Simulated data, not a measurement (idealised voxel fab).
Name of the process module below: voxel tone inversion
Section shown: cut. Width: 210 nm. Cell size: 5 nm, square.
Cross-section spec: square-cell grid; bands listed top down; each band is one or more rows.
Top, bottom (nm), then materials left to right with widths (nm); lone material tagged "edge to edge" fills the whole band edge to edge; "empty" = empty space.
Heights are expressed relative to 0, this being the level below which the as-received wafer comprises one material exclusively. The lowest band is unbounded in the downward direction and is denoted as in "0..down".
Read "30 to 40" as a graded width: first number on top, second number at the bottom, same change between each pair of neighbouring rows.
"remained unchanged" -> step changed no cross-section cell.
"Closed cavity list" contains a list of empty spaces, each no smaller than 8 cells and without an open way to the top, written in the form width x height at distance with the distance from the left edge and all three in nm.
after a step's settings: what the simulator itself notes on the step
"overlay nm", when on a step's line for a step with a mask, measures how far to the right of its planned place the mask lay; a negative measure means to the left.
### Process steps - plan
1: RECEIVE: material Si
2: CONFORMAL_DEP: material SiCN, thk nm 5
3: DIRECTIONAL_DEP: material polySi, thk nm 25
4: PATTERN: tone cover, mask id POSTS, material resist, width nm 20, pitch nm 35, thk nm 35, overlay nm 0
5: DIRECTIONAL_ETCH: etch materials polySi, depth nm 25
6: STRIP: etch materials resist
7: FILL_DEP: material lowk, thk nm 5
8: CMP: height nm 30
9: STRIP: etch materials polySi
### So this is the incoming wafer in cross-section - it's already been through step 1
* 0..down  Si edge to edge
* Closed cavity list: none
### This is how the wafer looks in cross-section once the module is done, given the starting state and plan above and one mistake in carrying the plan out
* 30..5  lowk 80 nm, then empty 15 nm, then lowk 20 nm, then empty 15 nm, then lowk 80 nm
* 5..0  SiCN edge to edge
* 0..down  Si edge to edge
* Closed cavity list: none
Misprocessing identified: note that step 4 departed from the planned setting and was carried out as PATTERN: tone cover, mask id POSTS, material resist, width nm 15, pitch nm 35, thk nm 35, overlay nm 0
